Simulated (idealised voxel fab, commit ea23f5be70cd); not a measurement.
Process module heading - voxel self aligned vias
The width of the displayed cross-section, cut, is 285 nm; its cells are square, with a size of 5 nm.
A cross-section is a grid of square cells, given in bands from the top down. A band is one or more rows of cells. Heights first: top, then bottom, in nm. Then materials, left to right, each with a width in nm. "edge to edge" on a single material: fills the band edge to edge. "air": empty space. The reference from which all heights are counted is 0, the level beneath which the as-received wafer is entirely one material; the lowest band, having no lower bound, proceeds downward and is written after the example "0..down". With a width like "30 to 40", each row of cells in the band differs from the next by the same amount, the top row carrying the first number and the bottom row the second. When a step is marked "changes: none", none of the cells in the cross-section changed during that step. "Trapped void list" enumerates empty spaces isolated from the top, with no open way to it, that contain at least 8 cells, giving each as width x height at distance from the left edge, all three in nm. If you see something after the settings on a step's line, that's the simulator's own remark about that step. overlay nm: right-of-plan distance of the mask on a masked step; negative values mean left-of-plan.
## List of planned process steps
step 1: RECEIVE [material Si]
step 2: CONFORMAL_DEP [material SiO2] [thk nm 15]
step 3: CONFORMAL_DEP [material SiCN] [thk nm 5]
step 4: DIRECTIONAL_DEP [material lowk] [thk nm 30]
step 5: DIRECTIONAL_DEP [material aC] [thk nm 10]
step 6: PATTERN [tone open] [mask id LINES] [material resist] [width nm 20] [pitch nm 60] [thk nm 30] [overlay nm 0]
step 7: DIRECTIONAL_ETCH [etch materials aC] [depth nm 10]
step 8: STRIP [etch materials resist]
step 9: DIRECTIONAL_ETCH [etch materials lowk] [depth nm 30]
step 10: STRIP [etch materials aC]
step 11: CONFORMAL_DEP [material TiN] [thk nm 5]
step 12: FILL_DEP [material W] [thk nm 10]
step 13: CMP [height nm 50]
step 14: SELECTIVE_ETCH [etch materials W Ru TiN] [depth nm 10]
step 15: FILL_DEP [material SiN] [thk nm 10]
step 16: CMP [height nm 50]
step 17: DIRECTIONAL_DEP [material lowk] [thk nm 15]
step 18: PATTERN [tone open] [mask id VIAS] [material resist] [width nm 40] [thk nm 15] [overlay nm 0]
step 19: DIRECTIONAL_ETCH [etch materials lowk] [depth nm 15]
step 20: DIRECTIONAL_ETCH [etch materials SiN] [depth nm 10]
step 21: STRIP [etch materials resist]
step 22: CONFORMAL_DEP [material TiN] [thk nm 5]
step 23: FILL_DEP [material W] [thk nm 5]
step 24: CMP [height nm 65]
step 25: CONFORMAL_DEP [material SiN] [thk nm 5]
## Cross-section of the wafer upon arrival, representing the state reached after step 1
  0..down | Si edge to edge
  Trapped void list: none
## Module complete - cross-section of the first of two wafers, run according to plan
  70..65 | SiN edge to edge
  65..55 | lowk (90) | TiN (5) | W (30) | TiN (5) | lowk (155)
  55..50 | lowk (90) | TiN (15) | W (10) | TiN (15) | lowk (155)
  50..45 | lowk (100) | TiN (5) | W (10) | TiN (5) | lowk (40) | SiN (20) | lowk (105)
  45..40 | lowk (100) | TiN (20) | lowk (40) | SiN (20) | lowk (105)
  40..25 | lowk (100) | TiN (5) | W (10) | TiN (5) | lowk (40) | TiN (5) | W (10) | TiN (5) | lowk (105)
  25..20 | lowk (100) | TiN (20) | lowk (40) | TiN (20) | lowk (105)
  20..15 | SiCN edge to edge
  15..0 | SiO2 edge to edge
  0..down | Si edge to edge
  Trapped void list: none
## End-of-module cross-section of the second wafer: identical starting point and process plan to the first, with one processing mistake
  70..65 | SiN edge to edge
  65..55 | lowk (90) | TiN (5) | W (30) | TiN (5) | lowk (155)
  55..50 | lowk (90) | TiN (40) | lowk (155)
  50..40 | lowk (100) | SiO2 (20) | lowk (40) | SiO2 (20) | lowk (105)
  40..25 | lowk (100) | TiN (5) | W (10) | TiN (5) | lowk (40) | TiN (5) | W (10) | TiN (5) | lowk (105)
  25..20 | lowk (100) | TiN (20) | lowk (40) | TiN (20) | lowk (105)
  20..15 | SiCN edge to edge
  15..0 | SiO2 edge to edge
  0..down | Si edge to edge
  Trapped void list: none
Against the plan, the run slipped here: the process deviated at step 15: the operation and settings actually run there were FILL_DEP [material SiO2] [thk nm 10]
Final comparison by cell count, materials where the second wafer has more or fewer than the first: SiN -8 | SiO2 +16 | TiN -4 | W -4
